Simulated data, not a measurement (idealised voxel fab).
This is a process module. Its name is voxel spacer lines.
The width of the displayed cross-section, cut, is 155 nm; its cells are square, with a size of 5 nm.
We lay out every cross-section as a grid of square cells and spell it out in bands from the top down, where one band means one or more rows of cells.
Band: top height; bottom height; in nm. Then, left to right: material with width in nm, for each material. "everywhere": a single material spanning edge to edge. "air": empty space.
Heads up on the height convention: 0 is the point under which the incoming wafer is all one material, and the lowest band has no bottom, it just keeps going down, like "0..down".
Width spec "30->40" -> top row of cells at first value, bottom row at second value, equal per-row change in between.
Where the words "no change occurred" appear for a step, the cross-section shows no cell changed by that step; every cell remained as before.
Enclosed voids (no open way to top), threshold 8 cells or more, entry "Voids lacking openings", notation width x height at distance, distance from left edge, nm.
Read whatever lies past the settings on a step's line as the simulator's own remark about the step.
overlay nm: step with mask; distance mask lay right of planned place; negative value = left of planned place.
### Below is the list of planned process steps
- 1: RECEIVE,material Si
- 2: CONFORMAL_DEP,material Al2O3,thk nm 5
- 3: DIRECTIONAL_DEP,material W,thk nm 20
- 4: DIRECTIONAL_DEP,material polySi,thk nm 25
- 5: PATTERN,tone cover,mask id MANDREL,material resist,width nm 15,pitch nm 50,thk nm 30,overlay nm 0
- 6: DIRECTIONAL_ETCH,etch materials polySi,depth nm 25
- 7: STRIP,etch materials resist
- 8: CONFORMAL_DEP,material SiO2,thk nm 10
- 9: DIRECTIONAL_ETCH,etch materials SiO2,depth nm 10
- 10: STRIP,etch materials polySi
- 11: DIRECTIONAL_ETCH,etch materials W,depth nm 20
- 12: STRIP,etch materials SiO2
- 13: FILL_DEP,material SiO2,thk nm 5
- 14: CMP,height nm 25
### Here's what the wafer looked like in cross-section when it arrived - that's after step 1
- 0..down = Si everywhere
- Voids lacking openings: none
### Starting wafer: above. Plan: above. Run: one mistake. Cross-section after the module: below
- 25..5 = SiO2=15, then W=10, then SiO2=15, then W=10, then SiO2=15, then W=10, then SiO2=15, then W=10, then SiO2=15, then W=10, then SiO2=15, then W=10, then SiO2=5
- 5..0 = Al2O3 everywhere
- 0..down = Si everywhere
- Voids lacking openings: none
So what did we get wrong on this run? step 5 did not use the planned setting and instead ran as PATTERN,tone cover,mask id MANDREL,material resist,width nm 15,pitch nm 50,thk nm 30,overlay nm 5
